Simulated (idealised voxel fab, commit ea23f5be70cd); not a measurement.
process module | voxel plated lines
cross-section cut | 155 nm wide | cells 5 nm
A cross-section is a grid of square cells, given in bands from the top down. A band is one or more rows of cells.
Each band's line starts with the height of the band's top and of its bottom, in nm. Then come its materials from left to right, each with its width in nm. One material with "throughout" fills the band from edge to edge. "air" is empty space.
Height 0 is the level under which the wafer as received is all one material. The lowest band goes on downwards, as in "0 down".
A width such as "30 to 40" changes by the same amount from each row of cells to the next, from the band's top row to its bottom row.
"no change" after a step means that no cell of the cross-section changed.
closed voids: empty space of 8 cells or more with no open way to the top, each as width x height at its distance from the left edge, in nm
after a step's settings: what the simulator itself notes on the step
overlay nm, on a step with a mask: how far to the right of its planned place the mask lay; to the left if negative
plan
1 op RECEIVE | material Si
2 op CONFORMAL_DEP | material SiN | thk nm 15
3 op DIRECTIONAL_DEP | material TiN | thk nm 5
4 op PATTERN | tone open | mask id LINES | material resist | width nm 25 | pitch nm 40 | thk nm 25 | overlay nm 0
5 op EPI | material Ru | thk nm 10
6 op EPI | material Ru | thk nm 5
7 op STRIP | etch materials resist
8 op DIRECTIONAL_ETCH | etch materials TiN | depth nm 5
9 op CONFORMAL_DEP | material SiO2 | thk nm 10
as received, after step 1
  0 down: Si throughout
  closed voids: none
first wafer at the end, as planned
  45 to 35: air 35 | SiO2 85 | air 35
  35 to 25: air 35 | SiO2 10 | Ru 25 | SiO2 15 | Ru 25 | SiO2 10 | air 35
  25 to 20: SiO2 45 | Ru 25 | SiO2 15 | Ru 25 | SiO2 45
  20 to 15: SiO2 45 | TiN 25 | SiO2 15 | TiN 25 | SiO2 45
  15 to 0: SiN throughout
  0 down: Si throughout
  closed voids: none
second wafer at the end: like start, like plan, one mistake
  50 to 40: air 35 | SiO2 85 | air 35
  40 to 30: air 35 | SiO2 10 | Ru 25 | SiO2 15 | Ru 25 | SiO2 10 | air 35
  30 to 25: SiO2 45 | Ru 25 | SiO2 15 | Ru 25 | SiO2 45
  25 to 20: SiO2 45 | TiN 25 | SiO2 15 | TiN 25 | SiO2 45
  20 to 0: SiN throughout
  0 down: Si throughout
  closed voids: none
what went wrong: step 2 ran as: op CONFORMAL_DEP | material SiN | thk nm 20
at the end the second wafer has, in cells: 31 more of SiN
